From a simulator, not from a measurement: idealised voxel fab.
process module | voxel ribs on slabs
cross-section cut | 240 nm wide | cells 5 nm
A cross-section is a grid of square cells, given in bands from the top down. A band is one or more rows of cells.
Each band's line starts with the height of the band's top and of its bottom, in nm. Then come its materials from left to right, each with its width in nm. One material with "throughout" fills the band from edge to edge. "air" is empty space.
Height 0 is the level under which the wafer as received is all one material. The lowest band goes on downwards, as in "0 down".
A width such as "30 to 40" changes by the same amount from each row of cells to the next, from the band's top row to its bottom row.
"no change" after a step means that no cell of the cross-section changed.
closed voids: empty space of 8 cells or more with no open way to the top, each as width x height at its distance from the left edge, in nm
after a step's settings: what the simulator itself notes on the step
overlay nm, on a step with a mask: how far to the right of its planned place the mask lay; to the left if negative
plan
1 op RECEIVE | material Si
2 op DIRECTIONAL_DEP | material SiO2 | thk nm 25
3 op DIRECTIONAL_DEP | material polySi | thk nm 20
4 op PATTERN | tone cover | mask id RIB | material resist | width nm 25 | thk nm 15 | overlay nm 0
5 op DIRECTIONAL_ETCH | etch materials polySi | depth nm 5
6 op STRIP | etch materials resist
7 op PATTERN | tone cover | mask id SLAB | material resist | width nm 75 | thk nm 20 | overlay nm 0
8 op DIRECTIONAL_ETCH | etch materials polySi | depth nm 15
9 op STRIP | etch materials resist
10 op FILL_DEP | material SiO2 | thk nm 25
11 op CMP | height nm 65
12 op DIRECTIONAL_DEP | material TiN | thk nm 10
13 op MASKED_ETCH | tone cover | mask id HEATER | width nm 35 | etch materials TiN | depth nm 10 | overlay nm -15
14 op CONFORMAL_DEP | material SiO2 | thk nm 5
varied across the wafers: overlay nm of step 13. The plan shows the first wafer's value. All wafers start alike
first wafer as received, after step 1
  0 down: Si throughout
  closed voids: none
first wafer at the end, after step 14
  80 to 75: air 80 | SiO2 45 | air 115
  75 to 70: air 80 | SiO2 5 | TiN 35 | SiO2 5 | air 115
  70 to 65: SiO2 85 | TiN 35 | SiO2 120
  65 to 45: SiO2 throughout
  45 to 40: SiO2 105 | polySi 25 | SiO2 110
  40 to 25: SiO2 80 | polySi 75 | SiO2 85
  25 to 0: SiO2 throughout
  0 down: Si throughout
  closed voids: none
last wafer at the end
  80 to 75: air 110 | SiO2 45 | air 85
  75 to 70: air 110 | SiO2 5 | TiN 35 | SiO2 5 | air 85
  70 to 65: SiO2 115 | TiN 35 | SiO2 90
  65 to 45: SiO2 throughout
  45 to 40: SiO2 105 | polySi 25 | SiO2 110
  40 to 25: SiO2 80 | polySi 75 | SiO2 85
  25 to 0: SiO2 throughout
  0 down: Si throughout
  closed voids: none
each wafer at the end: cells of each material gained (+) or lost (-) since it was received, then its closed voids
overlay nm -15 | +626 SiO2 | +14 TiN | +50 polySi | closed voids: none
overlay nm -10 | +626 SiO2 | +14 TiN | +50 polySi | closed voids: none
overlay nm -5 | +626 SiO2 | +14 TiN | +50 polySi | closed voids: none
overlay nm 0 | +626 SiO2 | +14 TiN | +50 polySi | closed voids: none
overlay nm 5 | +626 SiO2 | +14 TiN | +50 polySi | closed voids: none
overlay nm 10 | +626 SiO2 | +14 TiN | +50 polySi | closed voids: none
overlay nm 15 | +626 SiO2 | +14 TiN | +50 polySi | closed voids: none
